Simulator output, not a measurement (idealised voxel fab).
Title: Process Module voxel self aligned contacts
Xsec cut, 200 nm wide, square cell size 5 nm.
Cross-section format: a grid of square cells, given as bands from top to bottom; each band is one or more rows of cells. Read a band's entry like this: the first values are the height of its top and the height of its bottom in nm, and what follows is the sequence of materials from left to right, each with its width in nm. Note that "blank" is empty space, and that a single material marked "full width" reaches across the band from edge to edge. The level at which height equals 0 is the one under which the wafer, as it arrives, is entirely one material. No lower edge exists for the bottom band, which continues downward and is notated as in "0 and below". Per-row width for "30 to 40": begins at first number (top row of band), ends at second number (bottom row), increment between rows held constant. Step marked "identical to before"? Then no cell in the cross-section changed in it. Empty spaces without an open route to the top, at least 8 cells in extent, make up the entry "Fully enclosed voids"; each is given as width x height at distance, where the distance is measured from the left edge, and all are in nm. That trailing text on a step's line, after the settings, is the simulator's own remark on the step. Regarding "overlay nm": on a step with a mask, it is the distance the mask lay to the right of its planned place; a negative value places it to the left.

Below is the list of planned process steps
1 RECEIVE [material Si]
2 OXIDIZE [depth nm 5]
3 DIRECTIONAL_DEP [material polySi] [thk nm 20]
4 DIRECTIONAL_DEP [material SiN] [thk nm 25]
5 PATTERN [tone cover] [mask id GATE] [material resist] [width nm 30] [pitch nm 70] [thk nm 20] [overlay nm 0]
6 DIRECTIONAL_ETCH [etch materials SiN] [depth nm 25]
7 DIRECTIONAL_ETCH [etch materials polySi] [depth nm 20]
8 STRIP [etch materials resist]
9 CONFORMAL_DEP [material SiN] [thk nm 10]
10 DIRECTIONAL_ETCH [etch materials SiN] [depth nm 10]
11 FILL_DEP [material SiO2] [thk nm 15]
12 CMP [height nm 50]
13 MASKED_ETCH [tone open] [mask id CONTACT] [width nm 50] [pitch nm 70] [etch materials SiO2] [depth nm 55] [overlay nm 0]
14 CONFORMAL_DEP [material TiN] [thk nm 5]
15 FILL_DEP [material W] [thk nm 5]
16 CMP [height nm 50]
17 CONFORMAL_DEP [material SiCN] [thk nm 5]

Wafer cross-section on receipt, i.e. after step 1
> 0 and below | Si full width
> Fully enclosed voids: none

Figure: cross-sectional view of the wafer upon completion of the module, processed from the initial state and according to the plan depicted above, with one error introduced during execution
> 55 down to 50 | SiCN full width
> 50 down to 45 | 40 nm SiO2; 20 nm TiN; 10 nm W; 20 nm TiN; 20 nm SiO2; 20 nm TiN; 10 nm W; 20 nm TiN; 40 nm SiO2
> 45 down to 20 | 5 nm SiO2; 50 nm SiN; 5 nm TiN; 10 nm W; 5 nm TiN; 50 nm SiN; 5 nm TiN; 10 nm W; 5 nm TiN; 50 nm SiN; 5 nm SiO2
> 20 down to 0 | 5 nm SiO2; 10 nm SiN; 30 nm polySi; 10 nm SiN; 5 nm TiN; 10 nm W; 5 nm TiN; 10 nm SiN; 30 nm polySi; 10 nm SiN; 5 nm TiN; 10 nm W; 5 nm TiN; 10 nm SiN; 30 nm polySi; 10 nm SiN; 5 nm SiO2
> 0 down to -5 | 55 nm SiO2; 20 nm TiN; 50 nm SiO2; 20 nm TiN; 55 nm SiO2
> -5 down to -15 | SiO2 full width
> -15 and below | Si full width
> Fully enclosed voids: none
Heads up, the wafer didn't run the way we planned it: not per plan at step 2, really ran OXIDIZE [depth nm 15]
